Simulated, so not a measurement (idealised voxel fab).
The process module presented herein is designated voxel ribs on slabs.
For reference, the cross-section in this document is cut, with width 205 nm and square cells of 5 nm.
Think of the cross-section as a grid of square cells. We describe it in bands, top to bottom, and each band covers one or more rows of those cells. A band entry consists of two parts. The first gives the height of the band's top and the height of its bottom, in nm. The rest lists the band's materials from left to right, each with its width in nm. A single material labelled with the word "edge to edge" fills the band from edge to edge, and the word "blank" marks empty space. Height datum 0, below which the as-received substrate wafer is one material. Lowest band open at the bottom, running downward: "0 -> down". Quick explanation for "30..40": the width changes in equal steps down the rows of cells, from the first number in the band's top row to the second number in its bottom row. The designation "no modification", where it is given for a processing step, indicates that no cell of the cross-section was altered in the course of that step. You'll see "Sealed internal cavities" listing empty spaces that have no way open to the top, as long as they're 8 cells or more; the notation is width x height at distance, where the distance is from the left edge, and all of it is in nm. Where a step's line continues beyond its settings, the continuation is a remark by the simulator itself on that step. "overlay nm" answers the question of how far to the right of plan the mask lay on a step that has a mask, and when it is negative the answer is to the left.
Intended process steps:
1,RECEIVE,material Si
2,DIRECTIONAL_DEP,material SiO2,thk nm 25
3,DIRECTIONAL_DEP,material SiN,thk nm 15
4,DIRECTIONAL_DEP,material aC,thk nm 15
5,PATTERN,tone cover,mask id RIB,material resist,width nm 20,thk nm 30,overlay nm 0
6,DIRECTIONAL_ETCH,etch materials aC,depth nm 15
7,STRIP,etch materials resist
8,DIRECTIONAL_ETCH,etch materials SiN,depth nm 5
9,STRIP,etch materials aC
10,MASKED_ETCH,tone cover,mask id SLAB,width nm 80,etch materials SiN,depth nm 10,overlay nm 0
11,FILL_DEP,material SiO2,thk nm 25
12,CMP,height nm 55
13,DIRECTIONAL_DEP,material TiN,thk nm 5
14,PATTERN,tone cover,mask id HEATER,material resist,width nm 30,thk nm 15,overlay nm 0
15,DIRECTIONAL_ETCH,etch materials TiN,depth nm 5
16,STRIP,etch materials resist
17,CONFORMAL_DEP,material SiO2,thk nm 10
As-received state of the wafer in cross-section, equivalent to post-step 1:
> 0 -> down = Si edge to edge
> Sealed internal cavities: none
Same starting wafer, same plan as above, one mistake in the execution; this is the cross-section at the end of the module:
> 70 -> 65 = blank (75), SiO2 (50), blank (80)
> 65 -> 60 = SiO2 edge to edge
> 60 -> 55 = SiO2 (85), TiN (30), SiO2 (90)
> 55 -> 35 = SiO2 edge to edge
> 35 -> 30 = SiO2 (90), SiN (20), SiO2 (95)
> 30 -> 20 = SiO2 (60), SiN (80), SiO2 (65)
> 20 -> 0 = SiO2 edge to edge
> 0 -> down = Si edge to edge
> Sealed internal cavities: none
Against the plan, the run slipped here: rather than as planned, step 2 actually ran as DIRECTIONAL_DEP,material SiO2,thk nm 20
